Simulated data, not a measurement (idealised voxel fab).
process module | voxel self aligned contacts
cross-section cut | 170 nm wide | cells 5 nm
A cross-section is a grid of square cells, given in bands from the top down. A band is one or more rows of cells.
Each band's line starts with the height of the band's top and of its bottom, in nm. Then come its materials from left to right, each with its width in nm. One material with "throughout" fills the band from edge to edge. "air" is empty space.
Height 0 is the level under which the wafer as received is all one material. The lowest band goes on downwards, as in "0 down".
A width such as "30 to 40" changes by the same amount from each row of cells to the next, from the band's top row to its bottom row.
"no change" after a step means that no cell of the cross-section changed.
closed voids: empty space of 8 cells or more with no open way to the top, each as width x height at its distance from the left edge, in nm
after a step's settings: what the simulator itself notes on the step
overlay nm, on a step with a mask: how far to the right of its planned place the mask lay; to the left if negative
plan
1 op RECEIVE | material Si
2 op CONFORMAL_DEP | material SiO2 | thk nm 5
3 op DIRECTIONAL_DEP | material polySi | thk nm 25
4 op DIRECTIONAL_DEP | material SiN | thk nm 20
5 op PATTERN | tone cover | mask id GATE | material resist | width nm 25 | pitch nm 60 | thk nm 20 | overlay nm 0
6 op DIRECTIONAL_ETCH | etch materials SiN | depth nm 20
7 op DIRECTIONAL_ETCH | etch materials polySi | depth nm 25
8 op STRIP | etch materials resist
9 op CONFORMAL_DEP | material SiN | thk nm 5
10 op DIRECTIONAL_ETCH | etch materials SiN | depth nm 5
11 op FILL_DEP | material SiO2 | thk nm 15
12 op CMP | height nm 55
13 op DIRECTIONAL_DEP | material aC | thk nm 10
14 op PATTERN | tone open | mask id CONTACT | material resist | width nm 45 | thk nm 25 | overlay nm -15
15 op DIRECTIONAL_ETCH | etch materials aC | depth nm 10
16 op STRIP | etch materials resist
17 op DIRECTIONAL_ETCH | etch materials SiO2 | depth nm 55
18 op STRIP | etch materials aC
19 op CONFORMAL_DEP | material TiN | thk nm 5
20 op FILL_DEP | material Ru | thk nm 5
21 op CMP | height nm 55
22 op CONFORMAL_DEP | material SiCN | thk nm 5
varied across the wafers: overlay nm of step 14. The plan shows the first wafer's value. All wafers start alike
first wafer as received, after step 1
  0 down: Si throughout
  closed voids: none
each wafer at the end: cells of each material gained (+) or lost (-) since it was received, then its closed voids
overlay nm -15 | +20 Ru | +34 SiCN | +76 SiN | +199 SiO2 | +29 TiN | +50 polySi | closed voids: none
overlay nm -10 | +30 Ru | +34 SiCN | +76 SiN | +189 SiO2 | +29 TiN | +50 polySi | closed voids: none
overlay nm -5 | +30 Ru | +34 SiCN | +76 SiN | +189 SiO2 | +29 TiN | +50 polySi | closed voids: none
overlay nm 0 | +30 Ru | +34 SiCN | +76 SiN | +189 SiO2 | +29 TiN | +50 polySi | closed voids: none
overlay nm 5 | +30 Ru | +34 SiCN | +76 SiN | +189 SiO2 | +29 TiN | +50 polySi | closed voids: none
overlay nm 10 | +30 Ru | +34 SiCN | +76 SiN | +189 SiO2 | +29 TiN | +50 polySi | closed voids: none
overlay nm 15 | +20 Ru | +34 SiCN | +76 SiN | +199 SiO2 | +29 TiN | +50 polySi | closed voids: none
